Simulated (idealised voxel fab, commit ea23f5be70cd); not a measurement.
The process module that follows is named voxel local oxidation.
The width of the displayed cross-section, cut, is 265 nm; its cells are square, with a size of 5 nm.
This document writes a cross-section as a grid whose cells are square, and gives it as bands, listed from the top down; one or more rows of cells form a band.
The band entry comprises the height of the band's top followed by the height of its bottom, expressed in nm, and subsequently the band's materials from left to right, each stated together with its width in nm. Where a single material is marked with the word "everywhere", that material fills the band from edge to edge. The word "air" represents empty space.
Height is counted from the level 0, under which the received wafer is composed throughout of one material. The lowest of the bands is not closed at the bottom but continues downward, in the notation "top 0, no bottom".
You'd read "30..40" like this: the band's top row of cells is as wide as the first number, its bottom row is as wide as the second, and going down, every row changes width by the same amount as the row before did.
"all unchanged" for a step: no cell of the cross-section changed in that step.
Look at "Entrapped void list" for the closed voids: empty spaces with no open path to the top, sized 8 cells or up. Each is width x height at distance, distance from the left edge, all nm.
Past the settings on a step's line: simulator remark, on that step.
On any step carrying a mask, the "overlay nm" setting, if present on the step's line, tells how far right of its planned place the mask lay; negative values point to the left.

[plan]
1 RECEIVE,material Si
2 CONFORMAL_DEP,material SiO2,thk nm 5
3 CONFORMAL_DEP,material SiN,thk nm 15
4 DIRECTIONAL_DEP,material aC,thk nm 15
5 PATTERN,tone cover,mask id ACTIVE,material resist,width nm 115,thk nm 35,overlay nm 0
6 DIRECTIONAL_ETCH,etch materials aC,depth nm 15
7 STRIP,etch materials resist
8 DIRECTIONAL_ETCH,etch materials SiN,depth nm 15
9 STRIP,etch materials aC
10 SELECTIVE_ETCH,etch materials SiO2,depth nm 5
11 OXIDIZE,depth nm 10
12 STRIP,etch materials SiN

[The first of two wafers, run as planned]

[As received (post step 1): cross-section]
	top 0, no bottom: Si everywhere
	Entrapped void list: none

[State of the wafer after step 2, shown in cross-section]
	top 5, bottom 0: SiO2 everywhere
	Under the height 0 nothing was changed.

[State of the wafer after step 3, shown in cross-section]
	top 20, bottom 5: SiN everywhere
	Under the height 5 nothing was changed.

[State of the wafer after step 4, shown in cross-section]
	top 35, bottom 20: aC everywhere
	Under the height 20 nothing was changed.

[State of the wafer after step 5, shown in cross-section]
	top 70, bottom 35: air 75 / resist 115 / air 75
	Under the height 35 nothing was changed.

[State of the wafer after step 6, shown in cross-section]
	top 55, bottom 35: air 75 / resist 115 / air 75
	top 35, bottom 20: air 75 / aC 115 / air 75
	Under the height 20 nothing was changed.

[State of the wafer after step 7, shown in cross-section]
	top 35, bottom 20: air 75 / aC 115 / air 75
	Under the height 20 nothing was changed.

[State of the wafer after step 8, shown in cross-section]
	top 35, bottom 20: air 75 / aC 115 / air 75
	top 20, bottom 5: air 75 / SiN 115 / air 75
	Under the height 5 nothing was changed.

[State of the wafer after step 9, shown in cross-section]
	top 20, bottom 5: air 75 / SiN 115 / air 75
	Under the height 5 nothing was changed.

[State of the wafer after step 10, shown in cross-section]
	top 20, bottom 5: air 75 / SiN 115 / air 75
	top 5, bottom 0: air 80 / SiO2 105 / air 80
	Under the height 0 nothing was changed.

[State of the wafer after step 11, shown in cross-section]
	top 20, bottom 5: air 75 / SiN 115 / air 75
	top 5, bottom 0: air 80 / SiO2 105 / air 80
	top 0, bottom -10: SiO2 90 / Si 85 / SiO2 90
	Under the height -10 nothing was changed.

[State of the wafer after step 12, shown in cross-section]
	top 5, bottom 0: air 80 / SiO2 105 / air 80
	Under the height 0 nothing was changed.

[Wafer two. Identical start, identical plan. One mistake in execution. Identical history through step 10]

[Cross-section of the second wafer at the time step 11 of the plan should have ended]
	top 20, bottom 5: air 75 / SiN 115 / air 75
	top 5, bottom 0: air 80 / SiO2 105 / air 80
	top 0, bottom -20: SiO2 100 / Si 65 / SiO2 100
	Under the height -20 nothing was changed.

[Cross-section of the second wafer at the time step 12 of the plan should have ended]
	top 5, bottom 0: air 80 / SiO2 105 / air 80
	Under the height 0 nothing was changed.
Which mistake was made when the wafer was run? step 11 was not run as planned; what actually ran was OXIDIZE,depth nm 20
The closing comparison, in cells, has the second wafer with more or fewer of some materials than the first: -88 Si; +88 SiO2
